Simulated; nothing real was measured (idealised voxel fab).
process module | voxel transistor to metal
cross-section cut | 170 nm wide | cells 5 nm
A cross-section is a grid of square cells, given in bands from the top down. A band is one or more rows of cells.
Each band's line starts with the height of the band's top and of its bottom, in nm. Then come its materials from left to right, each with its width in nm. One material with "throughout" fills the band from edge to edge. "air" is empty space.
Height 0 is the level under which the wafer as received is all one material. The lowest band goes on downwards, as in "0 down".
A width such as "30 to 40" changes by the same amount from each row of cells to the next, from the band's top row to its bottom row.
"no change" after a step means that no cell of the cross-section changed.
closed voids: empty space of 8 cells or more with no open way to the top, each as width x height at its distance from the left edge, in nm
after a step's settings: what the simulator itself notes on the step
overlay nm, on a step with a mask: how far to the right of its planned place the mask lay; to the left if negative
plan
1 op RECEIVE | material Si
2 op OXIDIZE | depth nm 5
3 op CONFORMAL_DEP | material SiN | thk nm 15
4 op DIRECTIONAL_DEP | material aC | thk nm 15
5 op PATTERN | tone cover | mask id ACTIVE | material resist | width nm 115 | thk nm 30 | overlay nm 0
6 op DIRECTIONAL_ETCH | etch materials aC | depth nm 15
7 op STRIP | etch materials resist
8 op DIRECTIONAL_ETCH | etch materials SiN | depth nm 15
9 op DIRECTIONAL_ETCH | etch materials SiO2 | depth nm 5
10 op DIRECTIONAL_ETCH | etch materials Si | depth nm 30
11 op STRIP | etch materials aC
12 op OXIDIZE | depth nm 5
13 op FILL_DEP | material SiO2 | thk nm 5
14 op CMP | height nm 15
15 op SELECTIVE_ETCH | etch materials SiO2 | depth nm 10
16 op STRIP | etch materials SiN
17 op SELECTIVE_ETCH | etch materials SiO2 | depth nm 5
18 op OXIDIZE | depth nm 5
19 op DIRECTIONAL_DEP | material polySi | thk nm 30
20 op DIRECTIONAL_DEP | material SiCN | thk nm 10
21 op DIRECTIONAL_DEP | material aC | thk nm 10
22 op PATTERN | tone cover | mask id GATE | material resist | width nm 25 | thk nm 30 | overlay nm 0
23 op DIRECTIONAL_ETCH | etch materials aC | depth nm 10
24 op STRIP | etch materials resist
25 op DIRECTIONAL_ETCH | etch materials SiCN | depth nm 20
26 op DIRECTIONAL_ETCH | etch materials polySi | depth nm 40
27 op STRIP | etch materials aC
28 op CONFORMAL_DEP | material SiO2 | thk nm 5
29 op DIRECTIONAL_ETCH | etch materials SiO2 | depth nm 5
30 op CONFORMAL_DEP | material SiN | thk nm 5
31 op DIRECTIONAL_ETCH | etch materials SiN | depth nm 5
32 op DIRECTIONAL_ETCH | etch materials SiO2 | depth nm 5
33 op EPI | material nSi | thk nm 5
34 op FILL_DEP | material SiO2 | thk nm 5
35 op CMP | height nm 35
36 op DIRECTIONAL_DEP | material SiO2 | thk nm 10
37 op DIRECTIONAL_DEP | material aC | thk nm 10
38 op PATTERN | tone open | mask id CONTACT | material resist | width nm 30 | pitch nm 65 | thk nm 30 | overlay nm 0
39 op DIRECTIONAL_ETCH | etch materials aC | depth nm 10
40 op STRIP | etch materials resist
41 op DIRECTIONAL_ETCH | etch materials SiO2 | depth nm 50
42 op STRIP | etch materials aC
43 op CONFORMAL_DEP | material TiN | thk nm 5
44 op FILL_DEP | material Ru | thk nm 10
45 op CMP | height nm 45
46 op DIRECTIONAL_DEP | material TiN | thk nm 5
47 op DIRECTIONAL_DEP | material Ru | thk nm 20
48 op MASKED_ETCH | tone cover | mask id METAL_1 | width nm 15 | pitch nm 80 | etch materials Ru | depth nm 20 | overlay nm 0
49 op MASKED_ETCH | tone cover | mask id METAL_1 | width nm 15 | pitch nm 80 | etch materials TiN | depth nm 5 | overlay nm 0
50 op FILL_DEP | material SiO2 | thk nm 10
51 op CMP | height nm 70
52 op CONFORMAL_DEP | material SiCN | thk nm 5
53 op DIRECTIONAL_DEP | material SiO2 | thk nm 30
54 op MASKED_ETCH | tone open | mask id METAL_2 | width nm 15 | pitch nm 80 | etch materials SiO2 | depth nm 15 | overlay nm 0
55 op DIRECTIONAL_DEP | material aC | thk nm 10
56 op PATTERN | tone open | mask id METAL_2_HOLES | material resist | width nm 15 | pitch nm 80 | thk nm 25 | overlay nm 0
57 op DIRECTIONAL_ETCH | etch materials aC | depth nm 10
58 op STRIP | etch materials resist
59 op DIRECTIONAL_ETCH | etch materials SiO2 | depth nm 15
60 op DIRECTIONAL_ETCH | etch materials SiCN | depth nm 5
61 op STRIP | etch materials aC
62 op CONFORMAL_DEP | material TiN | thk nm 5
63 op FILL_DEP | material Cu | thk nm 10
64 op CMP | height nm 105
65 op CONFORMAL_DEP | material SiN | thk nm 5
first wafer, as planned
as received, after step 1
  0 down: Si throughout
  closed voids: none
after step 2
  0 to -5: SiO2 throughout
  below -5: unchanged
after step 3
  15 to 0: SiN throughout
  below 0: unchanged
after step 4
  30 to 15: aC throughout
  below 15: unchanged
after step 5
  60 to 30: air 25 | resist 115 | air 30
  below 30: unchanged
after step 6
  45 to 30: air 25 | resist 115 | air 30
  30 to 15: air 25 | aC 115 | air 30
  below 15: unchanged
after step 7
  30 to 15: air 25 | aC 115 | air 30
  below 15: unchanged
after step 8
  30 to 15: air 25 | aC 115 | air 30
  15 to 0: air 25 | SiN 115 | air 30
  below 0: unchanged
after step 9
  30 to 15: air 25 | aC 115 | air 30
  15 to 0: air 25 | SiN 115 | air 30
  0 to -5: air 25 | SiO2 115 | air 30
  below -5: unchanged
after step 10
  30 to 15: air 25 | aC 115 | air 30
  15 to 0: air 25 | SiN 115 | air 30
  0 to -5: air 25 | SiO2 115 | air 30
  -5 to -35: air 25 | Si 115 | air 30
  below -35: unchanged
after step 11
  15 to 0: air 25 | SiN 115 | air 30
  below 0: unchanged
after step 12
  15 to 0: air 25 | SiN 115 | air 30
  0 to -5: air 25 | SiO2 115 | air 30
  -5 to -35: air 25 | SiO2 5 | Si 105 | SiO2 5 | air 30
  -35 to -40: SiO2 30 | Si 105 | SiO2 35
  below -40: unchanged
after step 13
  20 to 15: SiO2 throughout
  15 to 0: SiO2 25 | SiN 115 | SiO2 30
  0 to -5: SiO2 throughout
  -5 to -40: SiO2 30 | Si 105 | SiO2 35
  below -40: unchanged
after step 14
  15 to 0: SiO2 25 | SiN 115 | SiO2 30
  below 0: unchanged
after step 15
  15 to 5: air 25 | SiN 115 | air 30
  below 5: unchanged
after step 16
  5 to 0: SiO2 25 | air 115 | SiO2 30
  below 0: unchanged
after step 17
  0 to -5: SiO2 20 | air 125 | SiO2 25
  below -5: unchanged
after step 18
  0 to -5: SiO2 20 | air 125 | SiO2 25
  -5 to -10: SiO2 throughout
  below -10: unchanged
after step 19
  30 to 25: polySi 20 | air 125 | polySi 25
  25 to 0: polySi throughout
  0 to -5: SiO2 20 | polySi 125 | SiO2 25
  below -5: unchanged
after step 20
  40 to 35: SiCN 20 | air 125 | SiCN 25
  35 to 30: SiCN throughout
  30 to 25: polySi 20 | SiCN 125 | polySi 25
  below 25: unchanged
after step 21
  50 to 45: aC 20 | air 125 | aC 25
  45 to 40: aC throughout
  40 to 35: SiCN 20 | aC 125 | SiCN 25
  below 35: unchanged
after step 22
  80 to 50: air 70 | resist 25 | air 75
  50 to 45: aC 20 | air 50 | resist 25 | air 50 | aC 25
  below 45: unchanged
after step 23
  70 to 45: air 70 | resist 25 | air 75
  45 to 40: air 70 | aC 25 | air 75
  40 to 35: SiCN 20 | air 50 | aC 25 | air 50 | SiCN 25
  below 35: unchanged
after step 24
  45 to 40: air 70 | aC 25 | air 75
  below 40: unchanged
after step 25
  45 to 35: air 70 | aC 25 | air 75
  35 to 30: air 70 | SiCN 25 | air 75
  30 to 25: polySi 20 | air 50 | SiCN 25 | air 50 | polySi 25
  below 25: unchanged
after step 26
  45 to 35: air 70 | aC 25 | air 75
  35 to 25: air 70 | SiCN 25 | air 75
  25 to 0: air 70 | polySi 25 | air 75
  0 to -5: SiO2 20 | air 50 | polySi 25 | air 50 | SiO2 25
  below -5: unchanged
after step 27
  35 to 25: air 70 | SiCN 25 | air 75
  below 25: unchanged
after step 28
  40 to 35: air 65 | SiO2 35 | air 70
  35 to 25: air 65 | SiO2 5 | SiCN 25 | SiO2 5 | air 70
  25 to 5: air 65 | SiO2 5 | polySi 25 | SiO2 5 | air 70
  5 to 0: SiO2 25 | air 40 | SiO2 5 | polySi 25 | SiO2 5 | air 40 | SiO2 30
  0 to -5: SiO2 70 | polySi 25 | SiO2 75
  below -5: unchanged
after step 29
  35 to 25: air 65 | SiO2 5 | SiCN 25 | SiO2 5 | air 70
  25 to 0: air 65 | SiO2 5 | polySi 25 | SiO2 5 | air 70
  0 to -5: SiO2 25 | air 40 | SiO2 5 | polySi 25 | SiO2 5 | air 40 | SiO2 30
  below -5: unchanged
after step 30
  40 to 35: air 60 | SiN 45 | air 65
  35 to 25: air 60 | SiN 5 | SiO2 5 | SiCN 25 | SiO2 5 | SiN 5 | air 65
  25 to 5: air 60 | SiN 5 | SiO2 5 | polySi 25 | SiO2 5 | SiN 5 | air 65
  5 to 0: SiN 30 | air 30 | SiN 5 | SiO2 5 | polySi 25 | SiO2 5 | SiN 5 | air 30 | SiN 35
  0 to -5: SiO2 25 | SiN 40 | SiO2 5 | polySi 25 | SiO2 5 | SiN 40 | SiO2 30
  below -5: unchanged
after step 31
  35 to 25: air 60 | SiN 5 | SiO2 5 | SiCN 25 | SiO2 5 | SiN 5 | air 65
  25 to 0: air 60 | SiN 5 | SiO2 5 | polySi 25 | SiO2 5 | SiN 5 | air 65
  0 to -5: SiO2 25 | SiN 5 | air 30 | SiN 5 | SiO2 5 | polySi 25 | SiO2 5 | SiN 5 | air 30 | SiN 5 | SiO2 30
  below -5: unchanged
after step 32
  35 to 30: air 60 | SiN 5 | air 5 | SiCN 25 | air 5 | SiN 5 | air 65
  30 to 25: air 60 | SiN 5 | SiO2 5 | SiCN 25 | SiO2 5 | SiN 5 | air 65
  25 to 0: air 60 | SiN 5 | SiO2 5 | polySi 25 | SiO2 5 | SiN 5 | air 65
  0 to -5: air 25 | SiN 5 | air 30 | SiN 5 | SiO2 5 | polySi 25 | SiO2 5 | SiN 5 | air 30 | SiN 5 | air 30
  -5 to -10: SiO2 30 | air 30 | SiO2 45 | air 30 | SiO2 35
  below -10: unchanged
after step 33
  35 to 30: air 60 | SiN 5 | air 5 | SiCN 25 | air 5 | SiN 5 | air 65
  30 to 25: air 60 | SiN 5 | SiO2 5 | SiCN 25 | SiO2 5 | SiN 5 | air 65
  25 to 0: air 60 | SiN 5 | SiO2 5 | polySi 25 | SiO2 5 | SiN 5 | air 65
  0 to -5: air 25 | SiN 5 | air 30 | SiN 5 | SiO2 5 | polySi 25 | SiO2 5 | SiN 5 | air 30 | SiN 5 | air 30
  -5 to -10: SiO2 30 | nSi 30 | SiO2 45 | nSi 30 | SiO2 35
  below -10: unchanged
after step 34
  40 to 35: SiO2 throughout
  35 to 25: SiO2 60 | SiN 5 | SiO2 5 | SiCN 25 | SiO2 5 | SiN 5 | SiO2 65
  25 to 0: SiO2 60 | SiN 5 | SiO2 5 | polySi 25 | SiO2 5 | SiN 5 | SiO2 65
  0 to -5: SiO2 25 | SiN 5 | SiO2 30 | SiN 5 | SiO2 5 | polySi 25 | SiO2 5 | SiN 5 | SiO2 30 | SiN 5 | SiO2 30
  below -5: unchanged
after step 35
  35 to 25: SiO2 60 | SiN 5 | SiO2 5 | SiCN 25 | SiO2 5 | SiN 5 | SiO2 65
  below 25: unchanged
after step 36
  45 to 35: SiO2 throughout
  below 35: unchanged
after step 37
  55 to 45: aC throughout
  below 45: unchanged
after step 38
  85 to 55: resist 35 | air 30 | resist 35 | air 30 | resist 40
  below 55: unchanged
after step 39
  75 to 55: resist 35 | air 30 | resist 35 | air 30 | resist 40
  55 to 45: aC 35 | air 30 | aC 35 | air 30 | aC 40
  below 45: unchanged
after step 40
  55 to 45: aC 35 | air 30 | aC 35 | air 30 | aC 40
  below 45: unchanged
after step 41
  55 to 45: aC 35 | air 30 | aC 35 | air 30 | aC 40
  45 to 35: SiO2 35 | air 30 | SiO2 35 | air 30 | SiO2 40
  35 to 25: SiO2 35 | air 25 | SiN 5 | SiO2 5 | SiCN 25 | SiO2 5 | SiN 5 | air 25 | SiO2 40
  25 to 0: SiO2 35 | air 25 | SiN 5 | SiO2 5 | polySi 25 | SiO2 5 | SiN 5 | air 25 | SiO2 40
  0 to -5: SiO2 25 | SiN 5 | SiO2 5 | air 25 | SiN 5 | SiO2 5 | polySi 25 | SiO2 5 | SiN 5 | air 25 | SiO2 5 | SiN 5 | SiO2 30
  below -5: unchanged
after step 42
  45 to 35: SiO2 35 | air 30 | SiO2 35 | air 30 | SiO2 40
  below 35: unchanged
after step 43
  50 to 45: TiN 40 | air 20 | TiN 45 | air 20 | TiN 45
  45 to 35: SiO2 35 | TiN 5 | air 20 to 15 | TiN 5 to 10 | SiO2 35 | TiN 5 to 10 | air 20 to 15 | TiN 5 | SiO2 40
  35 to 25: SiO2 35 | TiN 5 | air 15 | TiN 5 | SiN 5 | SiO2 5 | SiCN 25 | SiO2 5 | SiN 5 | TiN 5 | air 15 | TiN 5 | SiO2 40
  25 to 0: SiO2 35 | TiN 5 | air 15 | TiN 5 | SiN 5 | SiO2 5 | polySi 25 | SiO2 5 | SiN 5 | TiN 5 | air 15 | TiN 5 | SiO2 40
  0 to -5: SiO2 25 | SiN 5 | SiO2 5 | TiN 25 | SiN 5 | SiO2 5 | polySi 25 | SiO2 5 | SiN 5 | TiN 25 | SiO2 5 | SiN 5 | SiO2 30
  below -5: unchanged
after step 44
  60 to 50: Ru throughout
  50 to 45: TiN 40 | Ru 20 | TiN 45 | Ru 20 | TiN 45
  45 to 35: SiO2 35 | TiN 5 | Ru 20 to 15 | TiN 5 to 10 | SiO2 35 | TiN 5 to 10 | Ru 20 to 15 | TiN 5 | SiO2 40
  35 to 25: SiO2 35 | TiN 5 | Ru 15 | TiN 5 | SiN 5 | SiO2 5 | SiCN 25 | SiO2 5 | SiN 5 | TiN 5 | Ru 15 | TiN 5 | SiO2 40
  25 to 0: SiO2 35 | TiN 5 | Ru 15 | TiN 5 | SiN 5 | SiO2 5 | polySi 25 | SiO2 5 | SiN 5 | TiN 5 | Ru 15 | TiN 5 | SiO2 40
  below 0: unchanged
after step 45
  45 to 35: SiO2 35 | TiN 5 | Ru 20 to 15 | TiN 5 to 10 | SiO2 35 | TiN 5 to 10 | Ru 20 to 15 | TiN 5 | SiO2 40
  below 35: unchanged
after step 46
  50 to 45: TiN throughout
  below 45: unchanged
after step 47
  70 to 50: Ru throughout
  below 50: unchanged
after step 48
  70 to 50: air 35 | Ru 15 | air 65 | Ru 15 | air 40
  below 50: unchanged
after step 49
  70 to 50: air 35 | Ru 15 | air 65 | Ru 15 | air 40
  50 to 45: air 35 | TiN 15 | air 65 | TiN 15 | air 40
  below 45: unchanged
after step 50
  80 to 70: SiO2 throughout
  70 to 50: SiO2 35 | Ru 15 | SiO2 65 | Ru 15 | SiO2 40
  50 to 45: SiO2 35 | TiN 15 | SiO2 65 | TiN 15 | SiO2 40
  below 45: unchanged
after step 51
  70 to 50: SiO2 35 | Ru 15 | SiO2 65 | Ru 15 | SiO2 40
  below 50: unchanged
after step 52
  75 to 70: SiCN throughout
  below 70: unchanged
after step 53
  105 to 75: SiO2 throughout
  below 75: unchanged
after step 54
  105 to 90: SiO2 35 | air 15 | SiO2 65 | air 15 | SiO2 40
  below 90: unchanged
after step 55
  115 to 105: aC 35 | air 15 | aC 65 | air 15 | aC 40
  105 to 100: SiO2 35 | air 15 | SiO2 65 | air 15 | SiO2 40
  100 to 90: SiO2 35 | aC 15 | SiO2 65 | aC 15 | SiO2 40
  below 90: unchanged
after step 56
  140 to 115: resist 35 | air 15 | resist 65 | air 15 | resist 40
  below 115: unchanged
after step 57
  130 to 115: resist 35 | air 15 | resist 65 | air 15 | resist 40
  115 to 105: aC 35 | air 15 | aC 65 | air 15 | aC 40
  105 to 90: SiO2 35 | air 15 | SiO2 65 | air 15 | SiO2 40
  below 90: unchanged
after step 58
  115 to 105: aC 35 | air 15 | aC 65 | air 15 | aC 40
  below 105: unchanged
after step 59
  115 to 105: aC 35 | air 15 | aC 65 | air 15 | aC 40
  105 to 75: SiO2 35 | air 15 | SiO2 65 | air 15 | SiO2 40
  below 75: unchanged
after step 60
  115 to 105: aC 35 | air 15 | aC 65 | air 15 | aC 40
  105 to 75: SiO2 35 | air 15 | SiO2 65 | air 15 | SiO2 40
  75 to 70: SiCN 35 | air 15 | SiCN 65 | air 15 | SiCN 40
  below 70: unchanged
after step 61
  105 to 75: SiO2 35 | air 15 | SiO2 65 | air 15 | SiO2 40
  below 75: unchanged
after step 62
  110 to 105: TiN 40 | air 5 | TiN 75 | air 5 | TiN 45
  105 to 75: SiO2 35 | TiN 5 | air 5 | TiN 5 | SiO2 65 | TiN 5 | air 5 | TiN 5 | SiO2 40
  75 to 70: SiCN 35 | TiN 15 | SiCN 65 | TiN 15 | SiCN 40
  below 70: unchanged
after step 63
  120 to 110: Cu throughout
  110 to 105: TiN 40 | Cu 5 | TiN 75 | Cu 5 | TiN 45
  105 to 75: SiO2 35 | TiN 5 | Cu 5 | TiN 5 | SiO2 65 | TiN 5 | Cu 5 | TiN 5 | SiO2 40
  below 75: unchanged
after step 64
  105 to 75: SiO2 35 | TiN 5 | Cu 5 | TiN 5 | SiO2 65 | TiN 5 | Cu 5 | TiN 5 | SiO2 40
  below 75: unchanged
after step 65
  110 to 105: SiN throughout
  below 105: unchanged
second wafer: like start, like plan, one mistake. Through step 15 it matches the first wafer
when step 16 should have ended
  15 to 0: air 25 | SiN 115 | air 30
  below 0: unchanged
when step 17 should have ended
  0 to -5: SiO2 throughout
  below -5: unchanged
when step 18 should have ended: no change
when step 19 should have ended
  30 to 0: polySi throughout
  below 0: unchanged
when step 20 should have ended
  40 to 30: SiCN throughout
  below 30: unchanged
when step 21 should have ended
  50 to 40: aC throughout
  below 40: unchanged
when step 22 should have ended
  80 to 50: air 70 | resist 25 | air 75
  below 50: unchanged
when step 23 should have ended
  70 to 50: air 70 | resist 25 | air 75
  50 to 40: air 70 | aC 25 | air 75
  below 40: unchanged
when step 24 should have ended
  50 to 40: air 70 | aC 25 | air 75
  below 40: unchanged
when step 25 should have ended
  50 to 40: air 70 | aC 25 | air 75
  40 to 30: air 70 | SiCN 25 | air 75
  below 30: unchanged
when step 26 should have ended
  50 to 40: air 70 | aC 25 | air 75
  40 to 30: air 70 | SiCN 25 | air 75
  30 to 0: air 70 | polySi 25 | air 75
  below 0: unchanged
when step 27 should have ended
  40 to 30: air 70 | SiCN 25 | air 75
  below 30: unchanged
when step 28 should have ended
  45 to 40: air 65 | SiO2 35 | air 70
  40 to 30: air 65 | SiO2 5 | SiCN 25 | SiO2 5 | air 70
  30 to 5: air 65 | SiO2 5 | polySi 25 | SiO2 5 | air 70
  5 to 0: SiO2 70 | polySi 25 | SiO2 75
  below 0: unchanged
when step 29 should have ended
  40 to 30: air 65 | SiO2 5 | SiCN 25 | SiO2 5 | air 70
  30 to 0: air 65 | SiO2 5 | polySi 25 | SiO2 5 | air 70
  below 0: unchanged
when step 30 should have ended
  45 to 40: air 60 | SiN 45 | air 65
  40 to 30: air 60 | SiN 5 | SiO2 5 | SiCN 25 | SiO2 5 | SiN 5 | air 65
  30 to 5: air 60 | SiN 5 | SiO2 5 | polySi 25 | SiO2 5 | SiN 5 | air 65
  5 to 0: SiN 65 | SiO2 5 | polySi 25 | SiO2 5 | SiN 70
  below 0: unchanged
when step 31 should have ended
  40 to 30: air 60 | SiN 5 | SiO2 5 | SiCN 25 | SiO2 5 | SiN 5 | air 65
  30 to 0: air 60 | SiN 5 | SiO2 5 | polySi 25 | SiO2 5 | SiN 5 | air 65
  below 0: unchanged
when step 32 should have ended
  40 to 35: air 60 | SiN 5 | air 5 | SiCN 25 | air 5 | SiN 5 | air 65
  35 to 30: air 60 | SiN 5 | SiO2 5 | SiCN 25 | SiO2 5 | SiN 5 | air 65
  30 to 0: air 60 | SiN 5 | SiO2 5 | polySi 25 | SiO2 5 | SiN 5 | air 65
  0 to -5: air 60 | SiO2 45 | air 65
  below -5: unchanged
when step 33 should have ended
  40 to 35: air 60 | SiN 5 | air 5 | SiCN 25 | air 5 | SiN 5 | air 65
  35 to 30: air 60 | SiN 5 | SiO2 5 | SiCN 25 | SiO2 5 | SiN 5 | air 65
  30 to 0: air 60 | SiN 5 | SiO2 5 | polySi 25 | SiO2 5 | SiN 5 | air 65
  0 to -5: air 25 | nSi 35 | SiO2 45 | nSi 35 | air 30
  below -5: unchanged
when step 34 should have ended
  45 to 40: SiO2 throughout
  40 to 30: SiO2 60 | SiN 5 | SiO2 5 | SiCN 25 | SiO2 5 | SiN 5 | SiO2 65
  30 to 0: SiO2 60 | SiN 5 | SiO2 5 | polySi 25 | SiO2 5 | SiN 5 | SiO2 65
  0 to -5: SiO2 25 | nSi 35 | SiO2 45 | nSi 35 | SiO2 30
  below -5: unchanged
when step 35 should have ended
  35 to 30: SiO2 60 | SiN 5 | SiO2 5 | SiCN 25 | SiO2 5 | SiN 5 | SiO2 65
  below 30: unchanged
when step 36 should have ended
  45 to 35: SiO2 throughout
  below 35: unchanged
when step 37 should have ended
  55 to 45: aC throughout
  below 45: unchanged
when step 38 should have ended
  85 to 55: resist 35 | air 30 | resist 35 | air 30 | resist 40
  below 55: unchanged
when step 39 should have ended
  75 to 55: resist 35 | air 30 | resist 35 | air 30 | resist 40
  55 to 45: aC 35 | air 30 | aC 35 | air 30 | aC 40
  below 45: unchanged
when step 40 should have ended
  55 to 45: aC 35 | air 30 | aC 35 | air 30 | aC 40
  below 45: unchanged
when step 41 should have ended
  55 to 45: aC 35 | air 30 | aC 35 | air 30 | aC 40
  45 to 35: SiO2 35 | air 30 | SiO2 35 | air 30 | SiO2 40
  35 to 30: SiO2 35 | air 25 | SiN 5 | SiO2 5 | SiCN 25 | SiO2 5 | SiN 5 | air 25 | SiO2 40
  30 to 0: SiO2 35 | air 25 | SiN 5 | SiO2 5 | polySi 25 | SiO2 5 | SiN 5 | air 25 | SiO2 40
  below 0: unchanged
when step 42 should have ended
  45 to 35: SiO2 35 | air 30 | SiO2 35 | air 30 | SiO2 40
  below 35: unchanged
when step 43 should have ended
  50 to 45: TiN 40 | air 20 | TiN 45 | air 20 | TiN 45
  45 to 35: SiO2 35 | TiN 5 | air 20 to 15 | TiN 5 to 10 | SiO2 35 | TiN 5 to 10 | air 20 to 15 | TiN 5 | SiO2 40
  35 to 30: SiO2 35 | TiN 5 | air 15 | TiN 5 | SiN 5 | SiO2 5 | SiCN 25 | SiO2 5 | SiN 5 | TiN 5 | air 15 | TiN 5 | SiO2 40
  30 to 5: SiO2 35 | TiN 5 | air 15 | TiN 5 | SiN 5 | SiO2 5 | polySi 25 | SiO2 5 | SiN 5 | TiN 5 | air 15 | TiN 5 | SiO2 40
  5 to 0: SiO2 35 | TiN 25 | SiN 5 | SiO2 5 | polySi 25 | SiO2 5 | SiN 5 | TiN 25 | SiO2 40
  below 0: unchanged
when step 44 should have ended
  60 to 50: Ru throughout
  50 to 45: TiN 40 | Ru 20 | TiN 45 | Ru 20 | TiN 45
  45 to 35: SiO2 35 | TiN 5 | Ru 20 to 15 | TiN 5 to 10 | SiO2 35 | TiN 5 to 10 | Ru 20 to 15 | TiN 5 | SiO2 40
  35 to 30: SiO2 35 | TiN 5 | Ru 15 | TiN 5 | SiN 5 | SiO2 5 | SiCN 25 | SiO2 5 | SiN 5 | TiN 5 | Ru 15 | TiN 5 | SiO2 40
  30 to 5: SiO2 35 | TiN 5 | Ru 15 | TiN 5 | SiN 5 | SiO2 5 | polySi 25 | SiO2 5 | SiN 5 | TiN 5 | Ru 15 | TiN 5 | SiO2 40
  below 5: unchanged
when step 45 should have ended
  45 to 35: SiO2 35 | TiN 5 | Ru 20 to 15 | TiN 5 to 10 | SiO2 35 | TiN 5 to 10 | Ru 20 to 15 | TiN 5 | SiO2 40
  below 35: unchanged
when step 46 should have ended
  50 to 45: TiN throughout
  below 45: unchanged
when step 47 should have ended
  70 to 50: Ru throughout
  below 50: unchanged
when step 48 should have ended
  70 to 50: air 35 | Ru 15 | air 65 | Ru 15 | air 40
  below 50: unchanged
when step 49 should have ended
  70 to 50: air 35 | Ru 15 | air 65 | Ru 15 | air 40
  50 to 45: air 35 | TiN 15 | air 65 | TiN 15 | air 40
  below 45: unchanged
when step 50 should have ended
  80 to 70: SiO2 throughout
  70 to 50: SiO2 35 | Ru 15 | SiO2 65 | Ru 15 | SiO2 40
  50 to 45: SiO2 35 | TiN 15 | SiO2 65 | TiN 15 | SiO2 40
  below 45: unchanged
when step 51 should have ended
  70 to 50: SiO2 35 | Ru 15 | SiO2 65 | Ru 15 | SiO2 40
  below 50: unchanged
when step 52 should have ended
  75 to 70: SiCN throughout
  below 70: unchanged
when step 53 should have ended
  105 to 75: SiO2 throughout
  below 75: unchanged
when step 54 should have ended
  105 to 90: SiO2 35 | air 15 | SiO2 65 | air 15 | SiO2 40
  below 90: unchanged
when step 55 should have ended
  115 to 105: aC 35 | air 15 | aC 65 | air 15 | aC 40
  105 to 100: SiO2 35 | air 15 | SiO2 65 | air 15 | SiO2 40
  100 to 90: SiO2 35 | aC 15 | SiO2 65 | aC 15 | SiO2 40
  below 90: unchanged
when step 56 should have ended
  140 to 115: resist 35 | air 15 | resist 65 | air 15 | resist 40
  below 115: unchanged
when step 57 should have ended
  130 to 115: resist 35 | air 15 | resist 65 | air 15 | resist 40
  115 to 105: aC 35 | air 15 | aC 65 | air 15 | aC 40
  105 to 90: SiO2 35 | air 15 | SiO2 65 | air 15 | SiO2 40
  below 90: unchanged
when step 58 should have ended
  115 to 105: aC 35 | air 15 | aC 65 | air 15 | aC 40
  below 105: unchanged
when step 59 should have ended
  115 to 105: aC 35 | air 15 | aC 65 | air 15 | aC 40
  105 to 75: SiO2 35 | air 15 | SiO2 65 | air 15 | SiO2 40
  below 75: unchanged
when step 60 should have ended
  115 to 105: aC 35 | air 15 | aC 65 | air 15 | aC 40
  105 to 75: SiO2 35 | air 15 | SiO2 65 | air 15 | SiO2 40
  75 to 70: SiCN 35 | air 15 | SiCN 65 | air 15 | SiCN 40
  below 70: unchanged
when step 61 should have ended
  105 to 75: SiO2 35 | air 15 | SiO2 65 | air 15 | SiO2 40
  below 75: unchanged
when step 62 should have ended
  110 to 105: TiN 40 | air 5 | TiN 75 | air 5 | TiN 45
  105 to 75: SiO2 35 | TiN 5 | air 5 | TiN 5 | SiO2 65 | TiN 5 | air 5 | TiN 5 | SiO2 40
  75 to 70: SiCN 35 | TiN 15 | SiCN 65 | TiN 15 | SiCN 40
  below 70: unchanged
when step 63 should have ended
  120 to 110: Cu throughout
  110 to 105: TiN 40 | Cu 5 | TiN 75 | Cu 5 | TiN 45
  105 to 75: SiO2 35 | TiN 5 | Cu 5 | TiN 5 | SiO2 65 | TiN 5 | Cu 5 | TiN 5 | SiO2 40
  below 75: unchanged
when step 64 should have ended
  105 to 75: SiO2 35 | TiN 5 | Cu 5 | TiN 5 | SiO2 65 | TiN 5 | Cu 5 | TiN 5 | SiO2 40
  below 75: unchanged
when step 65 should have ended
  110 to 105: SiN throughout
  below 105: unchanged
what went wrong: steps 16 and 17 were swapped
at the end the second wafer has, in cells: 6 fewer of Ru | 21 more of Si | 5 fewer of SiCN | 4 fewer of SiN | 4 fewer of SiO2 | 4 fewer of TiN | 2 more of nSi
